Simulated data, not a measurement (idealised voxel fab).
process module | voxel wiring stack
cross-section cut | 265 nm wide | cells 5 nm
A cross-section is a grid of square cells, given in bands from the top down. A band is one or more rows of cells.
Each band's line starts with the height of the band's top and of its bottom, in nm. Then come its materials from left to right, each with its width in nm. One material with "throughout" fills the band from edge to edge. "air" is empty space.
Height 0 is the level under which the wafer as received is all one material. The lowest band goes on downwards, as in "0 down".
A width such as "30 to 40" changes by the same amount from each row of cells to the next, from the band's top row to its bottom row.
"no change" after a step means that no cell of the cross-section changed.
closed voids: empty space of 8 cells or more with no open way to the top, each as width x height at its distance from the left edge, in nm
after a step's settings: what the simulator itself notes on the step
overlay nm, on a step with a mask: how far to the right of its planned place the mask lay; to the left if negative
plan
1 op RECEIVE | material Si
2 op CONFORMAL_DEP | material SiO2 | thk nm 15
3 op CONFORMAL_DEP | material SiN | thk nm 5
4 op DIRECTIONAL_DEP | material SiO2 | thk nm 15
5 op PATTERN | tone open | mask id METAL_1 | material resist | width nm 20 | pitch nm 40 | thk nm 20 | overlay nm 0
6 op DIRECTIONAL_ETCH | etch materials SiO2 | depth nm 15
7 op DIRECTIONAL_ETCH | etch materials SiN | depth nm 5
8 op STRIP | etch materials resist
9 op CONFORMAL_DEP | material TiN | thk nm 5
10 op FILL_DEP | material Ru | thk nm 10
11 op CMP | height nm 35
12 op EPI | material Ru | thk nm 5
13 op FILL_DEP | material SiCN | thk nm 5
14 op DIRECTIONAL_DEP | material SiO2 | thk nm 20
15 op PATTERN | tone open | mask id PLUG_1 | material resist | width nm 15 | pitch nm 40 | thk nm 20 | overlay nm 0
16 op DIRECTIONAL_ETCH | etch materials SiO2 | depth nm 20
17 op DIRECTIONAL_ETCH | etch materials SiCN | depth nm 5
18 op STRIP | etch materials resist
19 op CONFORMAL_DEP | material TiN | thk nm 5
20 op FILL_DEP | material W | thk nm 10
21 op CMP | height nm 65
22 op DIRECTIONAL_DEP | material TiN | thk nm 5
23 op DIRECTIONAL_DEP | material W | thk nm 20
24 op MASKED_ETCH | tone cover | mask id METAL_2 | width nm 20 | pitch nm 40 | etch materials W | depth nm 20 | overlay nm 0
25 op MASKED_ETCH | tone cover | mask id METAL_2 | width nm 20 | pitch nm 40 | etch materials TiN | depth nm 5 | overlay nm 0
26 op CONFORMAL_DEP | material SiN | thk nm 5
27 op FILL_DEP | material SiO2 | thk nm 5
28 op CMP | height nm 90
29 op CONFORMAL_DEP | material SiCN | thk nm 5
30 op DIRECTIONAL_DEP | material SiO2 | thk nm 30
31 op PATTERN | tone open | mask id METAL_3 | material resist | width nm 20 | pitch nm 40 | thk nm 15 | overlay nm 0
32 op DIRECTIONAL_ETCH | etch materials SiO2 | depth nm 15
33 op STRIP | etch materials resist
34 op PATTERN | tone open | mask id METAL_3_HOLES | material resist | width nm 15 | pitch nm 40 | thk nm 15 | overlay nm 0
35 op DIRECTIONAL_ETCH | etch materials SiO2 | depth nm 15
36 op DIRECTIONAL_ETCH | etch materials SiCN | depth nm 5
37 op STRIP | etch materials resist
38 op CONFORMAL_DEP | material TiN | thk nm 5
39 op FILL_DEP | material Cu | thk nm 5
40 op CMP | height nm 125
41 op CONFORMAL_DEP | material SiN | thk nm 5
first wafer, as planned
as received, after step 1
  0 down: Si throughout
  closed voids: none
after step 2
  15 to 0: SiO2 throughout
  below 0: unchanged
after step 3
  20 to 15: SiN throughout
  below 15: unchanged
after step 4
  35 to 20: SiO2 throughout
  below 20: unchanged
after step 5
  55 to 35: resist 100 | air 20 | resist 20 | air 20 | resist 105
  below 35: unchanged
after step 6
  55 to 35: resist 100 | air 20 | resist 20 | air 20 | resist 105
  35 to 20: SiO2 100 | air 20 | SiO2 20 | air 20 | SiO2 105
  below 20: unchanged
after step 7
  55 to 35: resist 100 | air 20 | resist 20 | air 20 | resist 105
  35 to 20: SiO2 100 | air 20 | SiO2 20 | air 20 | SiO2 105
  20 to 15: SiN 100 | air 20 | SiN 20 | air 20 | SiN 105
  below 15: unchanged
after step 8
  35 to 20: SiO2 100 | air 20 | SiO2 20 | air 20 | SiO2 105
  below 20: unchanged
after step 9
  40 to 35: TiN 105 | air 10 | TiN 30 | air 10 | TiN 110
  35 to 20: SiO2 100 | TiN 5 | air 10 | TiN 5 | SiO2 20 | TiN 5 | air 10 | TiN 5 | SiO2 105
  20 to 15: SiN 100 | TiN 20 | SiN 20 | TiN 20 | SiN 105
  below 15: unchanged
after step 10
  50 to 40: Ru throughout
  40 to 35: TiN 105 | Ru 10 | TiN 30 | Ru 10 | TiN 110
  35 to 20: SiO2 100 | TiN 5 | Ru 10 | TiN 5 | SiO2 20 | TiN 5 | Ru 10 | TiN 5 | SiO2 105
  below 20: unchanged
after step 11
  35 to 20: SiO2 100 | TiN 5 | Ru 10 | TiN 5 | SiO2 20 | TiN 5 | Ru 10 | TiN 5 | SiO2 105
  below 20: unchanged
after step 12
  40 to 35: air 95 | Ru 30 | air 10 | Ru 30 | air 100
  below 35: unchanged
after step 13
  45 to 40: SiCN throughout
  40 to 35: SiCN 95 | Ru 30 | SiCN 10 | Ru 30 | SiCN 100
  below 35: unchanged
after step 14
  65 to 45: SiO2 throughout
  below 45: unchanged
after step 15
  85 to 65: resist 100 | air 15 | resist 25 | air 15 | resist 110
  below 65: unchanged
after step 16
  85 to 65: resist 100 | air 15 | resist 25 | air 15 | resist 110
  65 to 45: SiO2 100 | air 15 | SiO2 25 | air 15 | SiO2 110
  below 45: unchanged
after step 17
  85 to 65: resist 100 | air 15 | resist 25 | air 15 | resist 110
  65 to 45: SiO2 100 | air 15 | SiO2 25 | air 15 | SiO2 110
  45 to 40: SiCN 100 | air 15 | SiCN 25 | air 15 | SiCN 110
  below 40: unchanged
after step 18
  65 to 45: SiO2 100 | air 15 | SiO2 25 | air 15 | SiO2 110
  below 45: unchanged
after step 19
  70 to 65: TiN 105 | air 5 | TiN 35 | air 5 | TiN 115
  65 to 45: SiO2 100 | TiN 5 | air 5 | TiN 5 | SiO2 25 | TiN 5 | air 5 | TiN 5 | SiO2 110
  45 to 40: SiCN 100 | TiN 15 | SiCN 25 | TiN 15 | SiCN 110
  below 40: unchanged
after step 20
  80 to 70: W throughout
  70 to 65: TiN 105 | W 5 | TiN 35 | W 5 | TiN 115
  65 to 45: SiO2 100 | TiN 5 | W 5 | TiN 5 | SiO2 25 | TiN 5 | W 5 | TiN 5 | SiO2 110
  below 45: unchanged
after step 21
  65 to 45: SiO2 100 | TiN 5 | W 5 | TiN 5 | SiO2 25 | TiN 5 | W 5 | TiN 5 | SiO2 110
  below 45: unchanged
after step 22
  70 to 65: TiN throughout
  below 65: unchanged
after step 23
  90 to 70: W throughout
  below 70: unchanged
after step 24
  90 to 70: air 100 | W 20 | air 20 | W 20 | air 105
  below 70: unchanged
after step 25
  90 to 70: air 100 | W 20 | air 20 | W 20 | air 105
  70 to 65: air 100 | TiN 20 | air 20 | TiN 20 | air 105
  below 65: unchanged
after step 26
  95 to 90: air 95 | SiN 30 | air 10 | SiN 30 | air 100
  90 to 70: air 95 | SiN 5 | W 20 | SiN 5 | air 10 | SiN 5 | W 20 | SiN 5 | air 100
  70 to 65: SiN 100 | TiN 20 | SiN 20 | TiN 20 | SiN 105
  below 65: unchanged
after step 27
  100 to 95: SiO2 throughout
  95 to 90: SiO2 95 | SiN 30 | SiO2 10 | SiN 30 | SiO2 100
  90 to 70: SiO2 95 | SiN 5 | W 20 | SiN 5 | SiO2 10 | SiN 5 | W 20 | SiN 5 | SiO2 100
  below 70: unchanged
after step 28
  90 to 70: SiO2 95 | SiN 5 | W 20 | SiN 5 | SiO2 10 | SiN 5 | W 20 | SiN 5 | SiO2 100
  below 70: unchanged
after step 29
  95 to 90: SiCN throughout
  below 90: unchanged
after step 30
  125 to 95: SiO2 throughout
  below 95: unchanged
after step 31
  140 to 125: resist 100 | air 20 | resist 20 | air 20 | resist 105
  below 125: unchanged
after step 32
  140 to 125: resist 100 | air 20 | resist 20 | air 20 | resist 105
  125 to 110: SiO2 100 | air 20 | SiO2 20 | air 20 | SiO2 105
  below 110: unchanged
after step 33
  125 to 110: SiO2 100 | air 20 | SiO2 20 | air 20 | SiO2 105
  below 110: unchanged
after step 34
  140 to 125: resist 100 | air 15 | resist 25 | air 15 | resist 110
  125 to 110: SiO2 100 | air 15 | resist 5 | SiO2 20 | air 15 | resist 5 | SiO2 105
  below 110: unchanged
after step 35
  140 to 125: resist 100 | air 15 | resist 25 | air 15 | resist 110
  125 to 110: SiO2 100 | air 15 | resist 5 | SiO2 20 | air 15 | resist 5 | SiO2 105
  110 to 95: SiO2 100 | air 15 | SiO2 25 | air 15 | SiO2 110
  below 95: unchanged
after step 36
  140 to 125: resist 100 | air 15 | resist 25 | air 15 | resist 110
  125 to 110: SiO2 100 | air 15 | resist 5 | SiO2 20 | air 15 | resist 5 | SiO2 105
  110 to 95: SiO2 100 | air 15 | SiO2 25 | air 15 | SiO2 110
  95 to 90: SiCN 100 | air 15 | SiCN 25 | air 15 | SiCN 110
  below 90: unchanged
after step 37
  125 to 110: SiO2 100 | air 20 | SiO2 20 | air 20 | SiO2 105
  below 110: unchanged
after step 38
  130 to 125: TiN 105 | air 10 | TiN 30 | air 10 | TiN 110
  125 to 115: SiO2 100 | TiN 5 | air 10 | TiN 5 | SiO2 20 | TiN 5 | air 10 | TiN 5 | SiO2 105
  115 to 110: SiO2 100 | TiN 5 | air 5 | TiN 10 | SiO2 20 | TiN 5 | air 5 | TiN 10 | SiO2 105
  110 to 95: SiO2 100 | TiN 5 | air 5 | TiN 5 | SiO2 25 | TiN 5 | air 5 | TiN 5 | SiO2 110
  95 to 90: SiCN 100 | TiN 15 | SiCN 25 | TiN 15 | SiCN 110
  below 90: unchanged
after step 39
  135 to 130: Cu throughout
  130 to 125: TiN 105 | Cu 10 | TiN 30 | Cu 10 | TiN 110
  125 to 115: SiO2 100 | TiN 5 | Cu 10 | TiN 5 | SiO2 20 | TiN 5 | Cu 10 | TiN 5 | SiO2 105
  115 to 110: SiO2 100 | TiN 5 | Cu 5 | TiN 10 | SiO2 20 | TiN 5 | Cu 5 | TiN 10 | SiO2 105
  110 to 95: SiO2 100 | TiN 5 | Cu 5 | TiN 5 | SiO2 25 | TiN 5 | Cu 5 | TiN 5 | SiO2 110
  below 95: unchanged
after step 40
  125 to 115: SiO2 100 | TiN 5 | Cu 10 | TiN 5 | SiO2 20 | TiN 5 | Cu 10 | TiN 5 | SiO2 105
  below 115: unchanged
after step 41
  130 to 125: SiN throughout
  below 125: unchanged
second wafer: like start, like plan, one mistake. Through step 4 it matches the first wafer
when step 5 should have ended
  55 to 35: air 100 | resist 20 | air 20 | resist 20 | air 105
  below 35: unchanged
when step 6 should have ended
  55 to 35: air 100 | resist 20 | air 20 | resist 20 | air 105
  35 to 20: air 100 | SiO2 20 | air 20 | SiO2 20 | air 105
  below 20: unchanged
when step 7 should have ended
  55 to 35: air 100 | resist 20 | air 20 | resist 20 | air 105
  35 to 20: air 100 | SiO2 20 | air 20 | SiO2 20 | air 105
  20 to 15: air 100 | SiN 20 | air 20 | SiN 20 | air 105
  below 15: unchanged
when step 8 should have ended
  35 to 20: air 100 | SiO2 20 | air 20 | SiO2 20 | air 105
  below 20: unchanged
when step 9 should have ended
  40 to 35: air 95 | TiN 30 | air 10 | TiN 30 | air 100
  35 to 20: air 95 | TiN 5 | SiO2 20 | TiN 5 | air 10 | TiN 5 | SiO2 20 | TiN 5 | air 100
  20 to 15: TiN 100 | SiN 20 | TiN 20 | SiN 20 | TiN 105
  below 15: unchanged
when step 10 should have ended
  50 to 40: Ru throughout
  40 to 35: Ru 95 | TiN 30 | Ru 10 | TiN 30 | Ru 100
  35 to 20: Ru 95 | TiN 5 | SiO2 20 | TiN 5 | Ru 10 | TiN 5 | SiO2 20 | TiN 5 | Ru 100
  below 20: unchanged
when step 11 should have ended
  35 to 20: Ru 95 | TiN 5 | SiO2 20 | TiN 5 | Ru 10 | TiN 5 | SiO2 20 | TiN 5 | Ru 100
  below 20: unchanged
when step 12 should have ended
  40 to 35: Ru 105 | air 10 | Ru 30 | air 10 | Ru 110
  below 35: unchanged
when step 13 should have ended
  45 to 40: SiCN throughout
  40 to 35: Ru 105 | SiCN 10 | Ru 30 | SiCN 10 | Ru 110
  below 35: unchanged
when step 14 should have ended
  65 to 45: SiO2 throughout
  below 45: unchanged
when step 15 should have ended
  85 to 65: resist 100 | air 15 | resist 25 | air 15 | resist 110
  below 65: unchanged
when step 16 should have ended
  85 to 65: resist 100 | air 15 | resist 25 | air 15 | resist 110
  65 to 45: SiO2 100 | air 15 | SiO2 25 | air 15 | SiO2 110
  below 45: unchanged
when step 17 should have ended
  85 to 65: resist 100 | air 15 | resist 25 | air 15 | resist 110
  65 to 45: SiO2 100 | air 15 | SiO2 25 | air 15 | SiO2 110
  45 to 40: SiCN 100 | air 15 | SiCN 25 | air 15 | SiCN 110
  below 40: unchanged
when step 18 should have ended
  65 to 45: SiO2 100 | air 15 | SiO2 25 | air 15 | SiO2 110
  below 45: unchanged
when step 19 should have ended
  70 to 65: TiN 105 | air 5 | TiN 35 | air 5 | TiN 115
  65 to 45: SiO2 100 | TiN 5 | air 5 | TiN 5 | SiO2 25 | TiN 5 | air 5 | TiN 5 | SiO2 110
  45 to 40: SiCN 100 | TiN 15 | SiCN 25 | TiN 15 | SiCN 110
  below 40: unchanged
when step 20 should have ended
  80 to 70: W throughout
  70 to 65: TiN 105 | W 5 | TiN 35 | W 5 | TiN 115
  65 to 45: SiO2 100 | TiN 5 | W 5 | TiN 5 | SiO2 25 | TiN 5 | W 5 | TiN 5 | SiO2 110
  below 45: unchanged
when step 21 should have ended
  65 to 45: SiO2 100 | TiN 5 | W 5 | TiN 5 | SiO2 25 | TiN 5 | W 5 | TiN 5 | SiO2 110
  below 45: unchanged
when step 22 should have ended
  70 to 65: TiN throughout
  below 65: unchanged
when step 23 should have ended
  90 to 70: W throughout
  below 70: unchanged
when step 24 should have ended
  90 to 70: air 100 | W 20 | air 20 | W 20 | air 105
  below 70: unchanged
when step 25 should have ended
  90 to 70: air 100 | W 20 | air 20 | W 20 | air 105
  70 to 65: air 100 | TiN 20 | air 20 | TiN 20 | air 105
  below 65: unchanged
when step 26 should have ended
  95 to 90: air 95 | SiN 30 | air 10 | SiN 30 | air 100
  90 to 70: air 95 | SiN 5 | W 20 | SiN 5 | air 10 | SiN 5 | W 20 | SiN 5 | air 100
  70 to 65: SiN 100 | TiN 20 | SiN 20 | TiN 20 | SiN 105
  below 65: unchanged
when step 27 should have ended
  100 to 95: SiO2 throughout
  95 to 90: SiO2 95 | SiN 30 | SiO2 10 | SiN 30 | SiO2 100
  90 to 70: SiO2 95 | SiN 5 | W 20 | SiN 5 | SiO2 10 | SiN 5 | W 20 | SiN 5 | SiO2 100
  below 70: unchanged
when step 28 should have ended
  90 to 70: SiO2 95 | SiN 5 | W 20 | SiN 5 | SiO2 10 | SiN 5 | W 20 | SiN 5 | SiO2 100
  below 70: unchanged
when step 29 should have ended
  95 to 90: SiCN throughout
  below 90: unchanged
when step 30 should have ended
  125 to 95: SiO2 throughout
  below 95: unchanged
when step 31 should have ended
  140 to 125: resist 100 | air 20 | resist 20 | air 20 | resist 105
  below 125: unchanged
when step 32 should have ended
  140 to 125: resist 100 | air 20 | resist 20 | air 20 | resist 105
  125 to 110: SiO2 100 | air 20 | SiO2 20 | air 20 | SiO2 105
  below 110: unchanged
when step 33 should have ended
  125 to 110: SiO2 100 | air 20 | SiO2 20 | air 20 | SiO2 105
  below 110: unchanged
when step 34 should have ended
  140 to 125: resist 100 | air 15 | resist 25 | air 15 | resist 110
  125 to 110: SiO2 100 | air 15 | resist 5 | SiO2 20 | air 15 | resist 5 | SiO2 105
  below 110: unchanged
when step 35 should have ended
  140 to 125: resist 100 | air 15 | resist 25 | air 15 | resist 110
  125 to 110: SiO2 100 | air 15 | resist 5 | SiO2 20 | air 15 | resist 5 | SiO2 105
  110 to 95: SiO2 100 | air 15 | SiO2 25 | air 15 | SiO2 110
  below 95: unchanged
when step 36 should have ended
  140 to 125: resist 100 | air 15 | resist 25 | air 15 | resist 110
  125 to 110: SiO2 100 | air 15 | resist 5 | SiO2 20 | air 15 | resist 5 | SiO2 105
  110 to 95: SiO2 100 | air 15 | SiO2 25 | air 15 | SiO2 110
  95 to 90: SiCN 100 | air 15 | SiCN 25 | air 15 | SiCN 110
  below 90: unchanged
when step 37 should have ended
  125 to 110: SiO2 100 | air 20 | SiO2 20 | air 20 | SiO2 105
  below 110: unchanged
when step 38 should have ended
  130 to 125: TiN 105 | air 10 | TiN 30 | air 10 | TiN 110
  125 to 115: SiO2 100 | TiN 5 | air 10 | TiN 5 | SiO2 20 | TiN 5 | air 10 | TiN 5 | SiO2 105
  115 to 110: SiO2 100 | TiN 5 | air 5 | TiN 10 | SiO2 20 | TiN 5 | air 5 | TiN 10 | SiO2 105
  110 to 95: SiO2 100 | TiN 5 | air 5 | TiN 5 | SiO2 25 | TiN 5 | air 5 | TiN 5 | SiO2 110
  95 to 90: SiCN 100 | TiN 15 | SiCN 25 | TiN 15 | SiCN 110
  below 90: unchanged
when step 39 should have ended
  135 to 130: Cu throughout
  130 to 125: TiN 105 | Cu 10 | TiN 30 | Cu 10 | TiN 110
  125 to 115: SiO2 100 | TiN 5 | Cu 10 | TiN 5 | SiO2 20 | TiN 5 | Cu 10 | TiN 5 | SiO2 105
  115 to 110: SiO2 100 | TiN 5 | Cu 5 | TiN 10 | SiO2 20 | TiN 5 | Cu 5 | TiN 10 | SiO2 105
  110 to 95: SiO2 100 | TiN 5 | Cu 5 | TiN 5 | SiO2 25 | TiN 5 | Cu 5 | TiN 5 | SiO2 110
  below 95: unchanged
when step 40 should have ended
  125 to 115: SiO2 100 | TiN 5 | Cu 10 | TiN 5 | SiO2 20 | TiN 5 | Cu 10 | TiN 5 | SiO2 105
  below 115: unchanged
when step 41 should have ended
  130 to 125: SiN throughout
  below 125: unchanged
what went wrong: step 5 ran as: op PATTERN | tone cover | mask id METAL_1 | material resist | width nm 20 | pitch nm 40 | thk nm 20 | overlay nm 0
at the end the second wafer has, in cells: 148 more of Ru | 37 fewer of SiCN | 37 fewer of SiN | 111 fewer of SiO2 | 37 more of TiN
